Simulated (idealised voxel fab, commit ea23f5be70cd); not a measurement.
voxel quadruple lines: a process module
300 nm wide, 5 nm square cells: that's cross-section cut.
Cross-section spec: square-cell grid; bands listed top down; each band is one or more rows. Top height, bottom height, nm. Materials left to right, width each, nm. Single material + "everywhere" = fills band edge to edge. "air" = empty. Ref level 0: as-received wafer is one material below here. Bottom band extends down with no lower bound ("0 down"). Width spec "30..40" -> top row of cells at first value, bottom row at second value, equal per-row change in between. When a step is marked "no change", none of the cells in the cross-section changed during that step. Look at "Cavities, sealed" for the closed voids: empty spaces with no open path to the top, sized 8 cells or up. Each is width x height at distance, distance from the left edge, all nm. Step line, after settings: the simulator's comment on this step. overlay nm, on a step with a mask: how far to the right of its planned place the mask lay; to the left if negative.
Here's what the planned process steps look like:
1: RECEIVE, material Si
2: CONFORMAL_DEP, material Al2O3, thk nm 10
3: DIRECTIONAL_DEP, material W, thk nm 10
4: DIRECTIONAL_DEP, material polySi, thk nm 20
5: DIRECTIONAL_DEP, material aC, thk nm 25
6: PATTERN, tone cover, mask id MANDREL, material resist, width nm 25, pitch nm 80, thk nm 35, overlay nm 0
7: DIRECTIONAL_ETCH, etch materials aC, depth nm 25
8: STRIP, etch materials resist
9: CONFORMAL_DEP, material SiO2, thk nm 15
10: DIRECTIONAL_ETCH, etch materials SiO2, depth nm 15
11: STRIP, etch materials aC
12: DIRECTIONAL_ETCH, etch materials polySi, depth nm 20
13: STRIP, etch materials SiO2
14: CONFORMAL_DEP, material SiN, thk nm 5
15: DIRECTIONAL_ETCH, etch materials SiN, depth nm 5
16: STRIP, etch materials polySi
17: DIRECTIONAL_ETCH, etch materials W, depth nm 10
18: STRIP, etch materials SiN
19: FILL_DEP, material lowk, thk nm 10
20: CMP, height nm 20
Incoming wafer in cross-section (state: after step 1):
	0 down: Si everywhere
	Cavities, sealed: none
First of two wafers at the end of the module, shown in cross-section; run carried out as planned:
	20 to 10: 75 lowk; 5 W; 15 lowk; 5 W; 15 lowk; 5 W; 15 lowk; 5 W; 15 lowk; 5 W; 15 lowk; 5 W; 15 lowk; 5 W; 15 lowk; 5 W; 80 lowk
	10 to 0: Al2O3 everywhere
	0 down: Si everywhere
	Cavities, sealed: none
Wafer two, sectioned after the module: the first wafer's start, the first wafer's plan, and one mistake in how it was run:
	20 to 10: polySi everywhere
	10 to 0: Al2O3 everywhere
	0 down: Si everywhere
	Cavities, sealed: none
Heads up, the wafer didn't run the way we planned it: the processing plan was not followed for steps 3 and 4, which were run with their positions exchanged
Count the cells at the end and the second wafer has more or fewer of some materials than the first: 16 fewer of W | 104 fewer of lowk | 120 more of polySi
